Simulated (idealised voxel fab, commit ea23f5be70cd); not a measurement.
process module | voxel fin reveal
cross-section cut | 200 nm wide | cells 5 nm
A cross-section is a grid of square cells, given in bands from the top down. A band is one or more rows of cells.
Each band's line starts with the height of the band's top and of its bottom, in nm. Then come its materials from left to right, each with its width in nm. One material with "throughout" fills the band from edge to edge. "air" is empty space.
Height 0 is the level under which the wafer as received is all one material. The lowest band goes on downwards, as in "0 down".
A width such as "30 to 40" changes by the same amount from each row of cells to the next, from the band's top row to its bottom row.
"no change" after a step means that no cell of the cross-section changed.
closed voids: empty space of 8 cells or more with no open way to the top, each as width x height at its distance from the left edge, in nm
after a step's settings: what the simulator itself notes on the step
overlay nm, on a step with a mask: how far to the right of its planned place the mask lay; to the left if negative
plan
1 op RECEIVE | material Si
2 op CONFORMAL_DEP | material SiN | thk nm 5
3 op MASKED_ETCH | tone cover | mask id FINS | width nm 15 | pitch nm 40 | etch materials SiN | depth nm 5 | overlay nm 0
4 op MASKED_ETCH | tone cover | mask id FINS | width nm 15 | pitch nm 40 | etch materials Si | depth nm 40 | overlay nm 0
5 op OXIDIZE | depth nm 5
6 op FILL_DEP | material SiO2 | thk nm 5
7 op CMP | height nm 5
8 op SELECTIVE_ETCH | etch materials SiO2 | depth nm 10
9 op STRIP | etch materials SiN
varied across the wafers: depth nm of step 8. The plan shows the first wafer's value. All wafers start alike
first wafer as received, after step 1
  0 down: Si throughout
  closed voids: none
first wafer at the end, after step 9
  0 to -5: air 55 | Si 5 | air 35 | Si 5 | air 35 | Si 5 | air 60
  -5 to -45: SiO2 55 | Si 5 | SiO2 35 | Si 5 | SiO2 35 | Si 5 | SiO2 60
  -45 down: Si throughout
  closed voids: none
last wafer at the end
  0 to -30: air 55 | Si 5 | air 35 | Si 5 | air 35 | Si 5 | air 60
  -30 to -45: SiO2 55 | Si 5 | SiO2 35 | Si 5 | SiO2 35 | Si 5 | SiO2 60
  -45 down: Si throughout
  closed voids: none
each wafer at the end: cells of each material gained (+) or lost (-) since it was received, then its closed voids
depth nm 10 | -333 Si | +296 SiO2 | closed voids: none
depth nm 15 | -333 Si | +259 SiO2 | closed voids: none
depth nm 20 | -333 Si | +222 SiO2 | closed voids: none
depth nm 25 | -333 Si | +185 SiO2 | closed voids: none
depth nm 30 | -333 Si | +148 SiO2 | closed voids: none
depth nm 35 | -333 Si | +111 SiO2 | closed voids: none
